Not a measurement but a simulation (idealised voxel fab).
The following is a process module called voxel capacitor over wiring.
In the cross-section labelled cut, the width is 225 nm and each square cell is 5 nm.
Each cross-section below is a grid of square cells, stated as bands in top-down order, with one or more rows of cells making up each band. This entry defines a band. It first specifies the height of the band's top and the height of its bottom in nm, and then specifies the band's materials from left to right, stating each material with its width in nm. The word "throughout" identifies a single material that fills the band from edge to edge, while the word "air" identifies empty space. Convention: height 0 is the level below which the wafer, as received, is all one material. The lowest band does not terminate at the bottom but continues downward, represented as "from 0 down". The width entry "30 to 40" should be interpreted row by row: the top row of cells in the band takes the first number, the bottom row takes the second number, and the change between adjacent rows is uniform throughout. Step marked "nothing changed"? Then no cell in the cross-section changed in it. Reported under the label "Sealed cavities" are the empty spaces having no open way to the top and comprising 8 cells or more; the notation for each is width x height at distance, in which the distance is measured from the left edge and all three values are in nm. That trailing text on a step's line, after the settings, is the simulator's own remark on the step. A step's line can hold "overlay nm"; with a mask on that step, the setting says how far right of the planned place the mask lay, while a negative setting says it lay to the left.
Process steps foreseen in the plan:
step 1: RECEIVE,material Si
step 2: CONFORMAL_DEP,material SiO2,thk nm 15
step 3: CONFORMAL_DEP,material SiCN,thk nm 5
step 4: DIRECTIONAL_DEP,material SiO2,thk nm 20
step 5: MASKED_ETCH,tone open,mask id METAL_1,width nm 30,pitch nm 90,etch materials SiO2,depth nm 20,overlay nm 0
step 6: MASKED_ETCH,tone open,mask id METAL_1,width nm 30,pitch nm 90,etch materials SiCN,depth nm 5,overlay nm 0
step 7: CONFORMAL_DEP,material TiN,thk nm 5
step 8: FILL_DEP,material Cu,thk nm 10
step 9: CMP,height nm 40
step 10: CONFORMAL_DEP,material SiCN,thk nm 5
step 11: DIRECTIONAL_DEP,material lowk,thk nm 15
step 12: DIRECTIONAL_DEP,material aC,thk nm 10
step 13: PATTERN,tone open,mask id PLUG_1,material resist,width nm 15,thk nm 30,overlay nm 0
step 14: DIRECTIONAL_ETCH,etch materials aC,depth nm 10
step 15: STRIP,etch materials resist
step 16: DIRECTIONAL_ETCH,etch materials lowk,depth nm 15
step 17: DIRECTIONAL_ETCH,etch materials SiCN,depth nm 5
step 18: STRIP,etch materials aC
step 19: CONFORMAL_DEP,material TiN,thk nm 5
step 20: FILL_DEP,material Ru,thk nm 5
step 21: CMP,height nm 60
step 22: DIRECTIONAL_DEP,material TiN,thk nm 5
step 23: DIRECTIONAL_DEP,material SiN,thk nm 5
step 24: DIRECTIONAL_DEP,material TiN,thk nm 5
step 25: DIRECTIONAL_DEP,material aC,thk nm 10
step 26: PATTERN,tone cover,mask id UPPER_PLATE,material resist,width nm 65,thk nm 25,overlay nm 0
step 27: DIRECTIONAL_ETCH,etch materials aC,depth nm 10
step 28: STRIP,etch materials resist
step 29: DIRECTIONAL_ETCH,etch materials TiN,depth nm 5
step 30: DIRECTIONAL_ETCH,etch materials SiN,depth nm 5
step 31: STRIP,etch materials aC
step 32: MASKED_ETCH,tone cover,mask id LOWER_PLATE,width nm 75,etch materials TiN,depth nm 5,overlay nm 0
step 33: FILL_DEP,material SiO2,thk nm 20
step 34: CMP,height nm 80
step 35: PATTERN,tone open,mask id PLUG_2,material resist,width nm 15,thk nm 20,overlay nm 0
step 36: DIRECTIONAL_ETCH,etch materials SiO2,depth nm 15
step 37: STRIP,etch materials resist
step 38: CONFORMAL_DEP,material TiN,thk nm 5
step 39: FILL_DEP,material Ru,thk nm 5
step 40: CMP,height nm 90
step 41: CONFORMAL_DEP,material SiCN,thk nm 5
The wafers in this document start out alike and differ in the height nm applied at step 34; the plan shows the value used for the first wafer.
As received, i.e. after step 1: cross-section through the first of several wafers:
> from 0 down: Si throughout
> Sealed cavities: none
Every row in this table is a wafer at the end of the module, and it gives, for each of the materials, the cells that wafer has gained (+) or lost (-) since it was received, then its closed voids:
height nm 80 | +32 Cu | +49 Ru | +120 SiCN | +13 SiN | +403 SiO2 | +112 TiN | +126 lowk | Sealed cavities: none
height nm 85 | +32 Cu | +5 Ru | +120 SiCN | +13 SiN | +445 SiO2 | +114 TiN | +126 lowk | Sealed cavities: none
height nm 90 | +32 Cu | +5 Ru | +120 SiCN | +13 SiN | +487 SiO2 | +72 TiN | +126 lowk | Sealed cavities: none
height nm 95 | +32 Cu | +4 Ru | +120 SiCN | +13 SiN | +490 SiO2 | +70 TiN | +126 lowk | Sealed cavities: none
